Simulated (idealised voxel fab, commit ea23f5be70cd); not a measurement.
You're looking at the process module voxel air gaps.
Xsec cut, 215 nm wide, square cell size 5 nm.
Reading order for cross-sections: top band down to bottom band. Underlying form: a grid of square cells. Band size: one or more rows of cells. Per band: top height and bottom height in nm, followed by the left-to-right materials and their widths in nm; "all across" marks a single material spanning edge to edge, "air" marks empty space. All heights in this document are referenced to 0, defined as the level beneath which the wafer, as received, consists entirely of one material. The lowest band is not bounded below; it extends indefinitely downward and is written in the form "top 0, no bottom". A two-number width, for instance "30->40", indicates that the width is equal to the first number in the top row of the band and to the second number in the bottom row, and that it changes by a constant amount per row of cells. The cross-section has no changed cell in any step marked "no alteration". What "Unvented internal voids" gives you is every empty space of 8 cells or more that is cut off from the top. Each appears as width x height at distance, with the distance taken from the left edge and width, height and distance all in nm. Where a step's line continues beyond its settings, the continuation is a remark by the simulator itself on that step. overlay nm: how far to the right of its planned place the mask lay on this masked step (negative: to the left).

# Below is the list of planned process steps
1,RECEIVE | material Si
2,CONFORMAL_DEP | material SiO2 | thk nm 10
3,CONFORMAL_DEP | material SiN | thk nm 5
4,DIRECTIONAL_DEP | material lowk | thk nm 35
5,DIRECTIONAL_DEP | material aC | thk nm 15
6,PATTERN | tone open | mask id LINES | material resist | width nm 15 | pitch nm 45 | thk nm 35 | overlay nm 0
7,DIRECTIONAL_ETCH | etch materials aC | depth nm 15
8,STRIP | etch materials resist
9,DIRECTIONAL_ETCH | etch materials lowk | depth nm 35
10,STRIP | etch materials aC
11,CONFORMAL_DEP | material TiN | thk nm 5
12,FILL_DEP | material Ru | thk nm 10
13,CMP | height nm 50
14,EPI | material Ru | thk nm 10
15,SELECTIVE_ETCH | etch materials lowk | depth nm 45
16,CONFORMAL_DEP | material SiN | thk nm 5

# As received (post step 1): cross-section
  top 0, no bottom: Si all across
  Unvented internal voids: none

# The cross-section shown corresponds to the wafer at the conclusion of the module. The initial structure and the process plan are those presented above; however, one mistake occurred in executing the plan
  top 75, bottom 70: air: 30 / SiN: 155 / air: 30
  top 70, bottom 50: air: 30 / SiN: 5 / Ru: 145 / SiN: 5 / air: 30
  top 50, bottom 45: air: 30 / SiN: 25 / TiN: 5 / Ru: 5 / TiN: 5 / lowk: 30 / TiN: 5 / Ru: 5 / TiN: 5 / lowk: 30 / TiN: 5 / Ru: 5 / TiN: 5 / SiN: 25 / air: 30
  top 45, bottom 20: air: 50 / SiN: 5 / TiN: 5 / Ru: 5 / TiN: 5 / lowk: 30 / TiN: 5 / Ru: 5 / TiN: 5 / lowk: 30 / TiN: 5 / Ru: 5 / TiN: 5 / SiN: 5 / air: 50
  top 20, bottom 15: SiN: 55 / TiN: 15 / lowk: 30 / TiN: 15 / lowk: 30 / TiN: 15 / SiN: 55
  top 15, bottom 10: SiN all across
  top 10, bottom 0: SiO2 all across
  top 0, no bottom: Si all across
  Unvented internal voids: none
What was the processing mistake? heads up, step 14 of the plan got done twice
